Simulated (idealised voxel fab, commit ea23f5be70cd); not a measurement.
Process module name: voxel ribs on slabs
Section shown: cut. Width: 265 nm. Cell size: 5 nm, square.
Just so we're on the same page, the cross-sections are grids of square cells, and they're listed out in bands top to bottom, each band one or more rows deep.
Band: top height; bottom height; in nm. Then, left to right: material with width in nm, for each material. "full width": a single material spanning edge to edge. "blank": empty space.
We count height from 0. Below that, the starting wafer is all one material. The lowest band never ends at the bottom but goes on down; see "0 nm and below" for how that is written.
The expression "30..40" gives the width at the extremes of the band, the first number at its top row of cells and the second at its bottom row, with the width changing by equal amounts from each row to the next in between.
You'll sometimes find "no modifications" written for a step, and that's the way of saying that nowhere in the cross-section did a cell change during that step.
Closed empty spaces (no open way to the top) of 8 cells or more are what "Enclosed void catalog" lists, each as width x height at distance from the left edge, nm for all three.
Step line, after settings: the simulator's comment on this step.
The "overlay nm" setting may appear on a step's line; for a step that uses a mask, it gives how far to the right of its planned position the mask lay, and a negative value indicates the left.
-- So here's the lineup of process steps we planned
1 op RECEIVE | material Si
2 op DIRECTIONAL_DEP | material SiO2 | thk nm 30
3 op DIRECTIONAL_DEP | material SiN | thk nm 20
4 op PATTERN | tone cover | mask id RIB | material resist | width nm 25 | thk nm 15 | overlay nm 0
5 op DIRECTIONAL_ETCH | etch materials SiN | depth nm 5
6 op STRIP | etch materials resist
7 op PATTERN | tone cover | mask id SLAB | material resist | width nm 85 | thk nm 15 | overlay nm 0
8 op DIRECTIONAL_ETCH | etch materials SiN | depth nm 15
9 op STRIP | etch materials resist
10 op FILL_DEP | material SiO2 | thk nm 20
11 op CMP | height nm 60
12 op DIRECTIONAL_DEP | material W | thk nm 5
13 op DIRECTIONAL_DEP | material aC | thk nm 15
14 op PATTERN | tone cover | mask id HEATER | material resist | width nm 35 | thk nm 30 | overlay nm 0
15 op DIRECTIONAL_ETCH | etch materials aC | depth nm 15
16 op STRIP | etch materials resist
17 op DIRECTIONAL_ETCH | etch materials W | depth nm 5
18 op STRIP | etch materials aC
19 op CONFORMAL_DEP | material SiN | thk nm 10
-- The first of the two wafers, which ran as planned
-- Cross-section of the wafer as it came to us, i.e., already through step 1
0 nm and below  Si full width
Enclosed void catalog: none
-- Take a look at the wafer's cross-section after step 2
30 nm to 0 nm  SiO2 full width
Nothing below the height 0 has changed.
-- Take a look at the wafer's cross-section after step 3
50 nm to 30 nm  SiN full width
Nothing below the height 30 has changed.
-- Take a look at the wafer's cross-section after step 4
65 nm to 50 nm  blank 120, resist 25, blank 120
Nothing below the height 50 has changed.
-- Take a look at the wafer's cross-section after step 5
65 nm to 50 nm  blank 120, resist 25, blank 120
50 nm to 45 nm  blank 120, SiN 25, blank 120
Nothing below the height 45 has changed.
-- Take a look at the wafer's cross-section after step 6
50 nm to 45 nm  blank 120, SiN 25, blank 120
Nothing below the height 45 has changed.
-- Take a look at the wafer's cross-section after step 7
65 nm to 50 nm  blank 90, resist 85, blank 90
50 nm to 45 nm  blank 90, resist 30, SiN 25, resist 30, blank 90
Nothing below the height 45 has changed.
-- Take a look at the wafer's cross-section after step 8
65 nm to 50 nm  blank 90, resist 85, blank 90
50 nm to 45 nm  blank 90, resist 30, SiN 25, resist 30, blank 90
45 nm to 30 nm  blank 90, SiN 85, blank 90
Nothing below the height 30 has changed.
-- Take a look at the wafer's cross-section after step 9
50 nm to 45 nm  blank 120, SiN 25, blank 120
Nothing below the height 45 has changed.
-- Take a look at the wafer's cross-section after step 10
70 nm to 50 nm  SiO2 full width
50 nm to 45 nm  SiO2 120, SiN 25, SiO2 120
45 nm to 30 nm  SiO2 90, SiN 85, SiO2 90
Nothing below the height 30 has changed.
-- Take a look at the wafer's cross-section after step 11
60 nm to 50 nm  SiO2 full width
Nothing below the height 50 has changed.
-- Take a look at the wafer's cross-section after step 12
65 nm to 60 nm  W full width
Nothing below the height 60 has changed.
-- Take a look at the wafer's cross-section after step 13
80 nm to 65 nm  aC full width
Nothing below the height 65 has changed.
-- Take a look at the wafer's cross-section after step 14
110 nm to 80 nm  blank 115, resist 35, blank 115
Nothing below the height 80 has changed.
-- Take a look at the wafer's cross-section after step 15
95 nm to 80 nm  blank 115, resist 35, blank 115
80 nm to 65 nm  blank 115, aC 35, blank 115
Nothing below the height 65 has changed.
-- Take a look at the wafer's cross-section after step 16
80 nm to 65 nm  blank 115, aC 35, blank 115
Nothing below the height 65 has changed.
-- Take a look at the wafer's cross-section after step 17
80 nm to 65 nm  blank 115, aC 35, blank 115
65 nm to 60 nm  blank 115, W 35, blank 115
Nothing below the height 60 has changed.
-- Take a look at the wafer's cross-section after step 18
65 nm to 60 nm  blank 115, W 35, blank 115
Nothing below the height 60 has changed.
-- Take a look at the wafer's cross-section after step 19
75 nm to 70 nm  blank 105, SiN 55, blank 105
70 nm to 65 nm  SiN full width
65 nm to 60 nm  SiN 115, W 35, SiN 115
Nothing below the height 60 has changed.
-- Second Wafer (Identical Start and Plan, One Processing Error; Matches First Wafer Through Step 18)
Cross-section of the second wafer at the time step 19 of the plan should have ended: no modifications
Heads up, the wafer didn't run the way we planned it: the plan's step 19 was left out and never carried out
Materials where the second wafer ends with more or fewer cells than the first: 110 fewer of SiN
